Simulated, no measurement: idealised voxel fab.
Title: Process Module voxel wiring stack
Section cut is 260 nm wide and gridded with 5 nm square cells.
Throughout this document, each cross-section is represented as a grid of square cells and is presented as a sequence of bands enumerated from the top downward, where a band comprises one or more rows of cells. Within each band entry, the heights of the top and of the bottom of the band appear first, in that order and in nm; the materials of the band then follow from left to right, each with its corresponding width in nm. The designation "edge to edge" on a single material indicates that it fills the band from edge to edge; the designation "air" indicates empty space. All heights in this document are referenced to 0, defined as the level beneath which the wafer, as received, consists entirely of one material. The lowest band is not bounded below; it extends indefinitely downward and is written in the form "0 and below". A two-number width, for instance "30 to 40", indicates that the width is equal to the first number in the top row of the band and to the second number in the bottom row, and that it changes by a constant amount per row of cells. Reading "nothing was modified" for a step: not a cell of the cross-section changed in it. The label "closed voids" introduces a list of the empty spaces, 8 cells or larger, that have no open way up to the top; each entry in it reads width x height at distance, where the distance is taken from the left edge and all three are stated in nm. Whatever follows a step's settings on its line is a remark the simulator itself makes about that step. "overlay nm" answers the question of how far to the right of plan the mask lay on a step that has a mask, and when it is negative the answer is to the left. In what follows, pairs of cross-sections are presented, each taken before and after one process step, with the after cross-section shown only down to the lowest band that was altered; the step, together with its settings, is stated below the pair. The pairs may stem from different runs of this module on the same starting wafer; accordingly, a pair should be taken as continuing from the one above it solely where its entry headed "Incoming profile" indicates as much.
### Incoming profile
    140 down to 135  TiN 75, air 10, TiN 40, air 10, TiN 40, air 10, TiN 75
    135 down to 120  lowk 70, TiN 5, air 10, TiN 5, lowk 30, TiN 5, air 10, TiN 5, lowk 30, TiN 5, air 10, TiN 5, lowk 70
    120 down to 115  lowk 70, TiN 5, air 5, TiN 10, lowk 30, TiN 5, air 5, TiN 10, lowk 30, TiN 5, air 5, TiN 10, lowk 70
    115 down to 100  lowk 70, TiN 5, air 5, TiN 5, lowk 35, TiN 5, air 5, TiN 5, lowk 35, TiN 5, air 5, TiN 5, lowk 75
    100 down to 95  SiCN 70, TiN 15, SiCN 35, TiN 15, SiCN 35, TiN 15, SiCN 75
    95 down to 90  SiCN 60, Ru 40, SiCN 10, Ru 40, SiCN 10, Ru 40, SiCN 60
    90 down to 65  lowk 65, TiN 5, W 20, TiN 5, lowk 20, TiN 5, W 20, TiN 5, lowk 20, TiN 5, W 20, TiN 5, lowk 65
    65 down to 60  SiN 65, TiN 30, SiN 20, TiN 30, SiN 20, TiN 30, SiN 65
    60 down to 40  SiO2 70, TiN 5, Cu 5, TiN 5, SiO2 35, TiN 5, Cu 5, TiN 5, SiO2 35, TiN 5, Cu 5, TiN 5, SiO2 75
    40 down to 35  SiCN 70, TiN 15, SiCN 35, TiN 15, SiCN 35, TiN 15, SiCN 75
    35 down to 20  SiO2 70, W 20, SiO2 30, W 20, SiO2 30, W 20, SiO2 70
    20 down to 15  SiO2 70, TiN 20, SiO2 30, TiN 20, SiO2 30, TiN 20, SiO2 70
    15 down to 0  SiO2 edge to edge
    0 and below  Si edge to edge
    closed voids: none
### Cross-Section After Step
    150 down to 140  Ru edge to edge
    140 down to 135  TiN 75, Ru 10, TiN 40, Ru 10, TiN 40, Ru 10, TiN 75
    135 down to 120  lowk 70, TiN 5, Ru 10, TiN 5, lowk 30, TiN 5, Ru 10, TiN 5, lowk 30, TiN 5, Ru 10, TiN 5, lowk 70
    120 down to 115  lowk 70, TiN 5, Ru 5, TiN 10, lowk 30, TiN 5, Ru 5, TiN 10, lowk 30, TiN 5, Ru 5, TiN 10, lowk 70
    115 down to 100  lowk 70, TiN 5, Ru 5, TiN 5, lowk 35, TiN 5, Ru 5, TiN 5, lowk 35, TiN 5, Ru 5, TiN 5, lowk 75
    Lower than 100, everything is as it was.
    closed voids: none
The structure goes from the before cross-section above to the after cross-section through FILL_DEP [material Ru] [thk nm 10]
Incoming profile: Please consult the pair immediately above; the cross-section it shows after its step is the state before this step.
### Cross-Section After Step
    135 down to 120  lowk 70, TiN 5, Ru 10, TiN 5, lowk 30, TiN 5, Ru 10, TiN 5, lowk 30, TiN 5, Ru 10, TiN 5, lowk 70
    Lower than 120, everything is as it was.
    closed voids: none
The structure goes from the before cross-section above to the after cross-section through CMP [height nm 135]
Incoming profile: Please consult the pair immediately above; the cross-section it shows after its step is the state before this step.
### Cross-Section After Step
    140 down to 135  SiCN edge to edge
    Lower than 135, everything is as it was.
    closed voids: none
The structure goes from the before cross-section above to the after cross-section through CONFORMAL_DEP [material SiCN] [thk nm 5]
Incoming profile: Please consult the pair immediately above; the cross-section it shows after its step is the state before this step.
### Cross-Section After Step
    165 down to 140  lowk edge to edge
    Lower than 140, everything is as it was.
    closed voids: none
The structure goes from the before cross-section above to the after cross-section through DIRECTIONAL_DEP [material lowk] [thk nm 25]
Incoming profile: Please consult the pair immediately above; the cross-section it shows after its step is the state before this step.
### Cross-Section After Step
    185 down to 165  resist 70, air 20, resist 30, air 20, resist 30, air 20, resist 70
    Lower than 165, everything is as it was.
    closed voids: none
The structure goes from the before cross-section above to the after cross-section through PATTERN [tone open] [mask id METAL_4] [material resist] [width nm 20] [pitch nm 50] [thk nm 20] [overlay nm 0]
Incoming profile: Please consult the pair immediately above; the cross-section it shows after its step is the state before this step.
### Cross-Section After Step
    185 down to 165  resist 70, air 20, resist 30, air 20, resist 30, air 20, resist 70
    165 down to 150  lowk 70, air 20, lowk 30, air 20, lowk 30, air 20, lowk 70
    Lower than 150, everything is as it was.
    closed voids: none
The structure goes from the before cross-section above to the after cross-section through DIRECTIONAL_ETCH [etch materials lowk] [depth nm 15]
Incoming profile: Please consult the pair immediately above; the cross-section it shows after its step is the state before this step.
### Cross-Section After Step
    165 down to 150  lowk 70, air 20, lowk 30, air 20, lowk 30, air 20, lowk 70
    Lower than 150, everything is as it was.
    closed voids: none
The structure goes from the before cross-section above to the after cross-section through STRIP [etch materials resist]
Incoming profile: Please consult the pair immediately above; the cross-section it shows after its step is the state before this step.
### Cross-Section After Step
    165 down to 150  lowk 70, air 20, lowk 30, air 20, lowk 30, air 20, lowk 70
    150 down to 140  lowk 70, air 15, lowk 35, air 15, lowk 35, air 15, lowk 75
    Lower than 140, everything is as it was.
    closed voids: none
The structure goes from the before cross-section above to the after cross-section through MASKED_ETCH [tone open] [mask id METAL_4_HOLES] [width nm 15] [pitch nm 50] [etch materials lowk] [depth nm 10] [overlay nm 0]
Incoming profile: Please consult the pair immediately above; the cross-section it shows after its step is the state before this step.
### Cross-Section After Step
    165 down to 150  lowk 70, air 20, lowk 30, air 20, lowk 30, air 20, lowk 70
    150 down to 140  lowk 70, air 15, lowk 35, air 15, lowk 35, air 15, lowk 75
    140 down to 135  SiCN 70, air 15, SiCN 35, air 15, SiCN 35, air 15, SiCN 75
    Lower than 135, everything is as it was.
    closed voids: none
The structure goes from the before cross-section above to the after cross-section through MASKED_ETCH [tone open] [mask id METAL_4_HOLES] [width nm 15] [pitch nm 50] [etch materials SiCN] [depth nm 5] [overlay nm 0]
Incoming profile: Please consult the pair immediately above; the cross-section it shows after its step is the state before this step.
### Cross-Section After Step
    170 down to 165  TiN 75, air 10, TiN 40, air 10, TiN 40, air 10, TiN 75
    165 down to 155  lowk 70, TiN 5, air 10, TiN 5, lowk 30, TiN 5, air 10, TiN 5, lowk 30, TiN 5, air 10, TiN 5, lowk 70
    155 down to 150  lowk 70, TiN 5, air 5, TiN 10, lowk 30, TiN 5, air 5, TiN 10, lowk 30, TiN 5, air 5, TiN 10, lowk 70
    150 down to 140  lowk 70, TiN 5, air 5, TiN 5, lowk 35, TiN 5, air 5, TiN 5, lowk 35, TiN 5, air 5, TiN 5, lowk 75
    140 down to 135  SiCN 70, TiN 15, SiCN 35, TiN 15, SiCN 35, TiN 15, SiCN 75
    Lower than 135, everything is as it was.
    closed voids: none
The structure goes from the before cross-section above to the after cross-section through CONFORMAL_DEP [material TiN] [thk nm 5]
Incoming profile: Please consult the pair immediately above; the cross-section it shows after its step is the state before this step.
### Cross-Section After Step
    180 down to 170  Cu edge to edge
    170 down to 165  TiN 75, Cu 10, TiN 40, Cu 10, TiN 40, Cu 10, TiN 75
    165 down to 155  lowk 70, TiN 5, Cu 10, TiN 5, lowk 30, TiN 5, Cu 10, TiN 5, lowk 30, TiN 5, Cu 10, TiN 5, lowk 70
    155 down to 150  lowk 70, TiN 5, Cu 5, TiN 10, lowk 30, TiN 5, Cu 5, TiN 10, lowk 30, TiN 5, Cu 5, TiN 10, lowk 70
    150 down to 140  lowk 70, TiN 5, Cu 5, TiN 5, lowk 35, TiN 5, Cu 5, TiN 5, lowk 35, TiN 5, Cu 5, TiN 5, lowk 75
    Lower than 140, everything is as it was.
    closed voids: none
The structure goes from the before cross-section above to the after cross-section through FILL_DEP [material Cu] [thk nm 10]
Incoming profile: Please consult the pair immediately above; the cross-section it shows after its step is the state before this step.
### Cross-Section After Step
    165 down to 155  lowk 70, TiN 5, Cu 10, TiN 5, lowk 30, TiN 5, Cu 10, TiN 5, lowk 30, TiN 5, Cu 10, TiN 5, lowk 70
    Lower than 155, everything is as it was.
    closed voids: none
The structure goes from the before cross-section above to the after cross-section through CMP [height nm 165]
Incoming profile: Please consult the pair immediately above; the cross-section it shows after its step is the state before this step.
### Cross-Section After Step
    170 down to 165  SiN edge to edge
    Lower than 165, everything is as it was.
    closed voids: none
The structure goes from the before cross-section above to the after cross-section through CONFORMAL_DEP [material SiN] [thk nm 5]
### Incoming profile
    105 down to 90  aC edge to edge
    90 down to 65  lowk edge to edge
    65 down to 60  SiN edge to edge
    60 down to 40  SiO2 70, TiN 5, Cu 5, TiN 5, SiO2 35, TiN 5, Cu 5, TiN 5, SiO2 35, TiN 5, Cu 5, TiN 5, SiO2 75
    40 down to 35  SiCN 70, TiN 15, SiCN 35, TiN 15, SiCN 35, TiN 15, SiCN 75
    35 down to 20  SiO2 70, W 20, SiO2 30, W 20, SiO2 30, W 20, SiO2 70
    20 down to 15  SiO2 70, TiN 20, SiO2 30, TiN 20, SiO2 30, TiN 20, SiO2 70
    15 down to 0  SiO2 edge to edge
    0 and below  Si edge to edge
    closed voids: none
### Cross-Section After Step
    140 down to 105  resist 65, air 20, resist 30, air 20, resist 30, air 20, resist 75
    Lower than 105, everything is as it was.
    closed voids: none
The structure goes from the before cross-section above to the after cross-section through PATTERN [tone open] [mask id METAL_2] [material resist] [width nm 20] [pitch nm 50] [thk nm 35] [overlay nm -5]
Incoming profile: Please consult the pair immediately above; the cross-section it shows after its step is the state before this step.
### Cross-Section After Step
    125 down to 105  resist 65, air 20, resist 30, air 20, resist 30, air 20, resist 75
    105 down to 90  aC 65, air 20, aC 30, air 20, aC 30, air 20, aC 75
    Lower than 90, everything is as it was.
    closed voids: none
The structure goes from the before cross-section above to the after cross-section through DIRECTIONAL_ETCH [etch materials aC] [depth nm 15]
Incoming profile: Please consult the pair immediately above; the cross-section it shows after its step is the state before this step.
### Cross-Section After Step
    105 down to 90  aC 65, air 20, aC 30, air 20, aC 30, air 20, aC 75
    Lower than 90, everything is as it was.
    closed voids: none
The structure goes from the before cross-section above to the after cross-section through STRIP [etch materials resist]
Incoming profile: Please consult the pair immediately above; the cross-section it shows after its step is the state before this step.
### Cross-Section After Step
    105 down to 90  aC 65, air 20, aC 30, air 20, aC 30, air 20, aC 75
    90 down to 65  lowk 65, air 20, lowk 30, air 20, lowk 30, air 20, lowk 75
    Lower than 65, everything is as it was.
    closed voids: none
The structure goes from the before cross-section above to the after cross-section through DIRECTIONAL_ETCH [etch materials lowk] [depth nm 25]
Incoming profile: Please consult the pair immediately above; the cross-section it shows after its step is the state before this step.
### Cross-Section After Step
    105 down to 90  aC 65, air 20, aC 30, air 20, aC 30, air 20, aC 75
    90 down to 65  lowk 65, air 20, lowk 30, air 20, lowk 30, air 20, lowk 75
    65 down to 60  SiN 65, air 20, SiN 30, air 20, SiN 30, air 20, SiN 75
    Lower than 60, everything is as it was.
    closed voids: none
The structure goes from the before cross-section above to the after cross-section through DIRECTIONAL_ETCH [etch materials SiN] [depth nm 5]
Incoming profile: Please consult the pair immediately above; the cross-section it shows after its step is the state before this step.
### Cross-Section After Step
    90 down to 65  lowk 65, air 20, lowk 30, air 20, lowk 30, air 20, lowk 75
    Lower than 65, everything is as it was.
    closed voids: none
The structure goes from the before cross-section above to the after cross-section through STRIP [etch materials aC]
Incoming profile: Please consult the pair immediately above; the cross-section it shows after its step is the state before this step.
### Cross-Section After Step
    95 down to 90  TiN 70, air 10, TiN 40, air 10, TiN 40, air 10, TiN 80
    90 down to 65  lowk 65, TiN 5, air 10, TiN 5, lowk 30, TiN 5, air 10, TiN 5, lowk 30, TiN 5, air 10, TiN 5, lowk 75
    65 down to 60  SiN 65, TiN 20, SiN 30, TiN 20, SiN 30, TiN 20, SiN 75
    Lower than 60, everything is as it was.
    closed voids: none
The structure goes from the before cross-section above to the after cross-section through CONFORMAL_DEP [material TiN] [thk nm 5]
Incoming profile: Please consult the pair immediately above; the cross-section it shows after its step is the state before this step.
### Cross-Section After Step
    105 down to 95  W edge to edge
    95 down to 90  TiN 70, W 10, TiN 40, W 10, TiN 40, W 10, TiN 80
    90 down to 65  lowk 65, TiN 5, W 10, TiN 5, lowk 30, TiN 5, W 10, TiN 5, lowk 30, TiN 5, W 10, TiN 5, lowk 75
    Lower than 65, everything is as it was.
    closed voids: none
The structure goes from the before cross-section above to the after cross-section through FILL_DEP [material W] [thk nm 10]
Incoming profile: Please consult the pair immediately above; the cross-section it shows after its step is the state before this step.
### Cross-Section After Step
    90 down to 65  lowk 65, TiN 5, W 10, TiN 5, lowk 30, TiN 5, W 10, TiN 5, lowk 30, TiN 5, W 10, TiN 5, lowk 75
    Lower than 65, everything is as it was.
    closed voids: none
The structure goes from the before cross-section above to the after cross-section through CMP [height nm 90]
Incoming profile: Please consult the pair immediately above; the cross-section it shows after its step is the state before this step.
### Cross-Section After Step
    95 down to 90  air 60, Ru 30, air 20, Ru 30, air 20, Ru 30, air 70
    Lower than 90, everything is as it was.
    closed voids: none
The structure goes from the before cross-section above to the after cross-section through EPI [material Ru] [thk nm 5]
Incoming profile: Please consult the pair immediately above; the cross-section it shows after its step is the state before this step.
### Cross-Section After Step
    100 down to 95  SiCN edge to edge
    95 down to 90  SiCN 60, Ru 30, SiCN 20, Ru 30, SiCN 20, Ru 30, SiCN 70
    Lower than 90, everything is as it was.
    closed voids: none
The structure goes from the before cross-section above to the after cross-section through FILL_DEP [material SiCN] [thk nm 5]
Incoming profile: Please consult the pair immediately above; the cross-section it shows after its step is the state before this step.
### Cross-Section After Step
    135 down to 100  lowk edge to edge
    Lower than 100, everything is as it was.
    closed voids: none
The structure goes from the before cross-section above to the after cross-section through DIRECTIONAL_DEP [material lowk] [thk nm 35]
Incoming profile: Please consult the pair immediately above; the cross-section it shows after its step is the state before this step.
### Cross-Section After Step
    150 down to 135  aC edge to edge
    Lower than 135, everything is as it was.
    closed voids: none
The structure goes from the before cross-section above to the after cross-section through DIRECTIONAL_DEP [material aC] [thk nm 15]
Incoming profile: Please consult the pair immediately above; the cross-section it shows after its step is the state before this step.
### Cross-Section After Step
    185 down to 150  resist 70, air 20, resist 30, air 20, resist 30, air 20, resist 70
    Lower than 150, everything is as it was.
    closed voids: none
The structure goes from the before cross-section above to the after cross-section through PATTERN [tone open] [mask id METAL_3] [material resist] [width nm 20] [pitch nm 50] [thk nm 35] [overlay nm 0]
Incoming profile: Please consult the pair immediately above; the cross-section it shows after its step is the state before this step.
### Cross-Section After Step
    170 down to 150  resist 70, air 20, resist 30, air 20, resist 30, air 20, resist 70
    150 down to 135  aC 70, air 20, aC 30, air 20, aC 30, air 20, aC 70
    Lower than 135, everything is as it was.
    closed voids: none
The structure goes from the before cross-section above to the after cross-section through DIRECTIONAL_ETCH [etch materials aC] [depth nm 15]
Incoming profile: Please consult the pair immediately above; the cross-section it shows after its step is the state before this step.
### Cross-Section After Step
    150 down to 135  aC 70, air 20, aC 30, air 20, aC 30, air 20, aC 70
    Lower than 135, everything is as it was.
    closed voids: none
The structure goes from the before cross-section above to the after cross-section through STRIP [etch materials resist]
Incoming profile: Please consult the pair immediately above; the cross-section it shows after its step is the state before this step.
### Cross-Section After Step
    150 down to 135  aC 70, air 20, aC 30, air 20, aC 30, air 20, aC 70
    135 down to 115  lowk 70, air 20, lowk 30, air 20, lowk 30, air 20, lowk 70
    Lower than 115, everything is as it was.
    closed voids: none
The structure goes from the before cross-section above to the after cross-section through DIRECTIONAL_ETCH [etch materials lowk] [depth nm 20]
Incoming profile: Please consult the pair immediately above; the cross-section it shows after its step is the state before this step.
### Cross-Section After Step
    135 down to 115  lowk 70, air 20, lowk 30, air 20, lowk 30, air 20, lowk 70
    Lower than 115, everything is as it was.
    closed voids: none
The structure goes from the before cross-section above to the after cross-section through STRIP [etch materials aC]
Incoming profile: Please consult the pair immediately above; the cross-section it shows after its step is the state before this step.
### Cross-Section After Step
    145 down to 135  aC 70, air 20, aC 30, air 20, aC 30, air 20, aC 70
    135 down to 125  lowk 70, air 20, lowk 30, air 20, lowk 30, air 20, lowk 70
    125 down to 115  lowk 70, aC 20, lowk 30, aC 20, lowk 30, aC 20, lowk 70
    Lower than 115, everything is as it was.
    closed voids: none
The structure goes from the before cross-section above to the after cross-section through DIRECTIONAL_DEP [material aC] [thk nm 10]
Incoming profile: Please consult the pair immediately above; the cross-section it shows after its step is the state before this step.
### Cross-Section After Step
    175 down to 145  resist 70, air 15, resist 35, air 15, resist 35, air 15, resist 75
    145 down to 135  aC 70, air 15, resist 5, aC 30, air 15, resist 5, aC 30, air 15, resist 5, aC 70
    135 down to 125  lowk 70, air 15, resist 5, lowk 30, air 15, resist 5, lowk 30, air 15, resist 5, lowk 70
    Lower than 125, everything is as it was.
    closed voids: none
The structure goes from the before cross-section above to the after cross-section through PATTERN [tone open] [mask id METAL_3_HOLES] [material resist] [width nm 15] [pitch nm 50] [thk nm 30] [overlay nm 0]
Incoming profile: Please consult the pair immediately above; the cross-section it shows after its step is the state before this step.
### Cross-Section After Step
    165 down to 145  resist 70, air 15, resist 35, air 15, resist 35, air 15, resist 75
    145 down to 135  aC 70, air 15, resist 5, aC 30, air 15, resist 5, aC 30, air 15, resist 5, aC 70
    135 down to 125  lowk 70, air 15, resist 5, lowk 30, air 15, resist 5, lowk 30, air 15, resist 5, lowk 70
    125 down to 115  lowk 70, air 15, aC 5, lowk 30, air 15, aC 5, lowk 30, air 15, aC 5, lowk 70
    Lower than 115, everything is as it was.
    closed voids: none
The structure goes from the before cross-section above to the after cross-section through DIRECTIONAL_ETCH [etch materials aC] [depth nm 10]
Incoming profile: Please consult the pair immediately above; the cross-section it shows after its step is the state before this step.
### Cross-Section After Step
    145 down to 135  aC 70, air 20, aC 30, air 20, aC 30, air 20, aC 70
    135 down to 125  lowk 70, air 20, lowk 30, air 20, lowk 30, air 20, lowk 70
    Lower than 125, everything is as it was.
    closed voids: none
The structure goes from the before cross-section above to the after cross-section through STRIP [etch materials resist]
Incoming profile: Please consult the pair immediately above; the cross-section it shows after its step is the state before this step.
### Cross-Section After Step
    145 down to 135  aC 70, air 20, aC 30, air 20, aC 30, air 20, aC 70
    135 down to 125  lowk 70, air 20, lowk 30, air 20, lowk 30, air 20, lowk 70
    125 down to 115  lowk 70, air 15, aC 5, lowk 30, air 15, aC 5, lowk 30, air 15, aC 5, lowk 70
    115 down to 100  lowk 70, air 15, lowk 35, air 15, lowk 35, air 15, lowk 75
    Lower than 100, everything is as it was.
    closed voids: none
The structure goes from the before cross-section above to the after cross-section through DIRECTIONAL_ETCH [etch materials lowk] [depth nm 15]
Incoming profile: Please consult the pair immediately above; the cross-section it shows after its step is the state before this step.
### Cross-Section After Step
    145 down to 135  aC 70, air 20, aC 30, air 20, aC 30, air 20, aC 70
    135 down to 125  lowk 70, air 20, lowk 30, air 20, lowk 30, air 20, lowk 70
    125 down to 115  lowk 70, air 15, aC 5, lowk 30, air 15, aC 5, lowk 30, air 15, aC 5, lowk 70
    115 down to 100  lowk 70, air 15, lowk 35, air 15, lowk 35, air 15, lowk 75
    100 down to 95  SiCN 70, air 15, SiCN 35, air 15, SiCN 35, air 15, SiCN 75
    Lower than 95, everything is as it was.
    closed voids: none
The structure goes from the before cross-section above to the after cross-section through DIRECTIONAL_ETCH [etch materials SiCN] [depth nm 5]
Incoming profile: Please consult the pair immediately above; the cross-section it shows after its step is the state before this step.
### Cross-Section After Step
    135 down to 115  lowk 70, air 20, lowk 30, air 20, lowk 30, air 20, lowk 70
    Lower than 115, everything is as it was.
    closed voids: none
The structure goes from the before cross-section above to the after cross-section through STRIP [etch materials aC]
Incoming profile: Please consult the pair immediately above; the cross-section it shows after its step is the state before this step.
### Cross-Section After Step
    140 down to 135  TiN 75, air 10, TiN 40, air 10, TiN 40, air 10, TiN 75
    135 down to 120  lowk 70, TiN 5, air 10, TiN 5, lowk 30, TiN 5, air 10, TiN 5, lowk 30, TiN 5, air 10, TiN 5, lowk 70
    120 down to 115  lowk 70, TiN 5, air 5, TiN 10, lowk 30, TiN 5, air 5, TiN 10, lowk 30, TiN 5, air 5, TiN 10, lowk 70
    115 down to 100  lowk 70, TiN 5, air 5, TiN 5, lowk 35, TiN 5, air 5, TiN 5, lowk 35, TiN 5, air 5, TiN 5, lowk 75
    100 down to 95  SiCN 70, TiN 15, SiCN 35, TiN 15, SiCN 35, TiN 15, SiCN 75
    Lower than 95, everything is as it was.
    closed voids: none
The structure goes from the before cross-section above to the after cross-section through CONFORMAL_DEP [material TiN] [thk nm 5]
Incoming profile: Please consult the pair immediately above; the cross-section it shows after its step is the state before this step.
### Cross-Section After Step
    150 down to 140  Ru edge to edge
    140 down to 135  TiN 75, Ru 10, TiN 40, Ru 10, TiN 40, Ru 10, TiN 75
    135 down to 120  lowk 70, TiN 5, Ru 10, TiN 5, lowk 30, TiN 5, Ru 10, TiN 5, lowk 30, TiN 5, Ru 10, TiN 5, lowk 70
    120 down to 115  lowk 70, TiN 5, Ru 5, TiN 10, lowk 30, TiN 5, Ru 5, TiN 10, lowk 30, TiN 5, Ru 5, TiN 10, lowk 70
    115 down to 100  lowk 70, TiN 5, Ru 5, TiN 5, lowk 35, TiN 5, Ru 5, TiN 5, lowk 35, TiN 5, Ru 5, TiN 5, lowk 75
    Lower than 100, everything is as it was.
    closed voids: none
The structure goes from the before cross-section above to the after cross-section through FILL_DEP [material Ru] [thk nm 10]
Incoming profile: Please consult the pair immediately above; the cross-section it shows after its step is the state before this step.
### Cross-Section After Step
    135 down to 120  lowk 70, TiN 5, Ru 10, TiN 5, lowk 30, TiN 5, Ru 10, TiN 5, lowk 30, TiN 5, Ru 10, TiN 5, lowk 70
    Lower than 120, everything is as it was.
    closed voids: none
The structure goes from the before cross-section above to the after cross-section through CMP [height nm 135]
Incoming profile: Please consult the pair immediately above; the cross-section it shows after its step is the state before this step.
### Cross-Section After Step
    140 down to 135  SiCN edge to edge
    Lower than 135, everything is as it was.
    closed voids: none
The structure goes from the before cross-section above to the after cross-section through CONFORMAL_DEP [material SiCN] [thk nm 5]
Incoming profile: Please consult the pair immediately above; the cross-section it shows after its step is the state before this step.
### Cross-Section After Step
    165 down to 140  lowk edge to edge
    Lower than 140, everything is as it was.
    closed voids: none
The structure goes from the before cross-section above to the after cross-section through DIRECTIONAL_DEP [material lowk] [thk nm 25]
Incoming profile: Please consult the pair immediately above; the cross-section it shows after its step is the state before this step.
### Cross-Section After Step
    185 down to 165  resist 70, air 20, resist 30, air 20, resist 30, air 20, resist 70
    Lower than 165, everything is as it was.
    closed voids: none
The structure goes from the before cross-section above to the after cross-section through PATTERN [tone open] [mask id METAL_4] [material resist] [width nm 20] [pitch nm 50] [thk nm 20] [overlay nm 0]
Incoming profile: Please consult the pair immediately above; the cross-section it shows after its step is the state before this step.
### Cross-Section After Step
    185 down to 165  resist 70, air 20, resist 30, air 20, resist 30, air 20, resist 70
    165 down to 150  lowk 70, air 20, lowk 30, air 20, lowk 30, air 20, lowk 70
    Lower than 150, everything is as it was.
    closed voids: none
The structure goes from the before cross-section above to the after cross-section through DIRECTIONAL_ETCH [etch materials lowk] [depth nm 15]
Incoming profile: Please consult the pair immediately above; the cross-section it shows after its step is the state before this step.
### Cross-Section After Step
    165 down to 150  lowk 70, air 20, lowk 30, air 20, lowk 30, air 20, lowk 70
    Lower than 150, everything is as it was.
    closed voids: none
The structure goes from the before cross-section above to the after cross-section through STRIP [etch materials resist]
Incoming profile: Please consult the pair immediately above; the cross-section it shows after its step is the state before this step.
### Cross-Section After Step
    165 down to 150  lowk 70, air 20, lowk 30, air 20, lowk 30, air 20, lowk 70
    150 down to 140  lowk 70, air 15, lowk 35, air 15, lowk 35, air 15, lowk 75
    Lower than 140, everything is as it was.
    closed voids: none
The structure goes from the before cross-section above to the after cross-section through MASKED_ETCH [tone open] [mask id METAL_4_HOLES] [width nm 15] [pitch nm 50] [etch materials lowk] [depth nm 10] [overlay nm 0]
Incoming profile: Please consult the pair immediately above; the cross-section it shows after its step is the state before this step.
### Cross-Section After Step
    165 down to 150  lowk 70, air 20, lowk 30, air 20, lowk 30, air 20, lowk 70
    150 down to 140  lowk 70, air 15, lowk 35, air 15, lowk 35, air 15, lowk 75
    140 down to 135  SiCN 70, air 15, SiCN 35, air 15, SiCN 35, air 15, SiCN 75
    Lower than 135, everything is as it was.
    closed voids: none
The structure goes from the before cross-section above to the after cross-section through MASKED_ETCH [tone open] [mask id METAL_4_HOLES] [width nm 15] [pitch nm 50] [etch materials SiCN] [depth nm 5] [overlay nm 0]
Incoming profile: Please consult the pair immediately above; the cross-section it shows after its step is the state before this step.
### Cross-Section After Step
    170 down to 165  TiN 75, air 10, TiN 40, air 10, TiN 40, air 10, TiN 75
    165 down to 155  lowk 70, TiN 5, air 10, TiN 5, lowk 30, TiN 5, air 10, TiN 5, lowk 30, TiN 5, air 10, TiN 5, lowk 70
    155 down to 150  lowk 70, TiN 5, air 5, TiN 10, lowk 30, TiN 5, air 5, TiN 10, lowk 30, TiN 5, air 5, TiN 10, lowk 70
    150 down to 140  lowk 70, TiN 5, air 5, TiN 5, lowk 35, TiN 5, air 5, TiN 5, lowk 35, TiN 5, air 5, TiN 5, lowk 75
    140 down to 135  SiCN 70, TiN 15, SiCN 35, TiN 15, SiCN 35, TiN 15, SiCN 75
    Lower than 135, everything is as it was.
    closed voids: none
The structure goes from the before cross-section above to the after cross-section through CONFORMAL_DEP [material TiN] [thk nm 5]
Incoming profile: Please consult the pair immediately above; the cross-section it shows after its step is the state before this step.
### Cross-Section After Step
    180 down to 170  Cu edge to edge
    170 down to 165  TiN 75, Cu 10, TiN 40, Cu 10, TiN 40, Cu 10, TiN 75
    165 down to 155  lowk 70, TiN 5, Cu 10, TiN 5, lowk 30, TiN 5, Cu 10, TiN 5, lowk 30, TiN 5, Cu 10, TiN 5, lowk 70
    155 down to 150  lowk 70, TiN 5, Cu 5, TiN 10, lowk 30, TiN 5, Cu 5, TiN 10, lowk 30, TiN 5, Cu 5, TiN 10, lowk 70
    150 down to 140  lowk 70, TiN 5, Cu 5, TiN 5, lowk 35, TiN 5, Cu 5, TiN 5, lowk 35, TiN 5, Cu 5, TiN 5, lowk 75
    Lower than 140, everything is as it was.
    closed voids: none
The structure goes from the before cross-section above to the after cross-section through FILL_DEP [material Cu] [thk nm 10]
Incoming profile: Please consult the pair immediately above; the cross-section it shows after its step is the state before this step.
### Cross-Section After Step
    165 down to 155  lowk 70, TiN 5, Cu 10, TiN 5, lowk 30, TiN 5, Cu 10, TiN 5, lowk 30, TiN 5, Cu 10, TiN 5, lowk 70
    Lower than 155, everything is as it was.
    closed voids: none
The structure goes from the before cross-section above to the after cross-section through CMP [height nm 165]
Incoming profile: Please consult the pair immediately above; the cross-section it shows after its step is the state before this step.
### Cross-Section After Step
    170 down to 165  SiN edge to edge
    Lower than 165, everything is as it was.
    closed voids: none
The structure goes from the before cross-section above to the after cross-section through CONFORMAL_DEP [material SiN] [thk nm 5]
